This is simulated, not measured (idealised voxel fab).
Herein follows the process module entitled voxel lift off.
295 nm wide, 5 nm square cells: that's cross-section cut.
Heads up, the way a cross-section reads in here is a grid of square cells, handed over as bands from the top down, with every band being one or more rows of cells.
Band: top height; bottom height; in nm. Then, left to right: material with width in nm, for each material. "everywhere": a single material spanning edge to edge. "empty": empty space.
Heights are measured from 0, the level below which the as-received wafer is all one material; the lowest band has no bottom and continues downward, written as in "0 and below".
So if you see something like "30->40" for the width, read it as the top row of the band sitting at the first number and the bottom row at the second, with every row in between moving by the same amount as the last.
The cross-section has no changed cell in any step marked "remained unchanged".
Closed-off voids of 8+ cells (no open route to the top) go in "Unvented cavities", written width x height at distance from the left edge, in nm.
It should be noted that, on the line of a given step, the content following the step's settings is a remark produced by the simulator itself with respect to that step.
The line of a step may include "overlay nm". On a step with a mask, this value is how far to the right of its planned place the mask lay. A negative value means the mask lay to the left.

**Listed below are the process steps as planned**
- 1: RECEIVE: material Si
- 2: CONFORMAL_DEP: material SiO2, thk nm 15
- 3: PATTERN: tone open, mask id LINES, material resist, width nm 15, pitch nm 35, thk nm 25, overlay nm 0
- 4: DIRECTIONAL_DEP: material Ru, thk nm 15
- 5: STRIP: etch materials resist
- 6: CONFORMAL_DEP: material SiN, thk nm 5

**Cross-section of the wafer at receipt, which is the condition after step 1**
0 and below = Si everywhere
Unvented cavities: none

**The first of two wafers, cross-sectioned at the end of the module, with the run proceeding as planned**
35 down to 30 = 80 of empty; 25 of SiN; 10 of empty; 25 of SiN; 10 of empty; 25 of SiN; 10 of empty; 25 of SiN; 85 of empty
30 down to 20 = 80 of empty; 5 of SiN; 15 of Ru; 5 of SiN; 10 of empty; 5 of SiN; 15 of Ru; 5 of SiN; 10 of empty; 5 of SiN; 15 of Ru; 5 of SiN; 10 of empty; 5 of SiN; 15 of Ru; 5 of SiN; 85 of empty
20 down to 15 = 85 of SiN; 15 of Ru; 20 of SiN; 15 of Ru; 20 of SiN; 15 of Ru; 20 of SiN; 15 of Ru; 90 of SiN
15 down to 0 = SiO2 everywhere
0 and below = Si everywhere
Unvented cavities: none

**Wafer two (of two), end-of-module cross-section: start = wafer one, plan = wafer one, one run mistake**
35 down to 30 = 85 of empty; 25 of SiN; 10 of empty; 25 of SiN; 10 of empty; 25 of SiN; 10 of empty; 25 of SiN; 80 of empty
30 down to 20 = 85 of empty; 5 of SiN; 15 of Ru; 5 of SiN; 10 of empty; 5 of SiN; 15 of Ru; 5 of SiN; 10 of empty; 5 of SiN; 15 of Ru; 5 of SiN; 10 of empty; 5 of SiN; 15 of Ru; 5 of SiN; 80 of empty
20 down to 15 = 90 of SiN; 15 of Ru; 20 of SiN; 15 of Ru; 20 of SiN; 15 of Ru; 20 of SiN; 15 of Ru; 85 of SiN
15 down to 0 = SiO2 everywhere
0 and below = Si everywhere
Unvented cavities: none
What broke from the plan during processing? step 3 ran differently from the plan; actual operation with settings: PATTERN: tone open, mask id LINES, material resist, width nm 15, pitch nm 35, thk nm 25, overlay nm 5
So at the finish, the second wafer's got exactly as many cells of each material as the first, just not in the same spots.
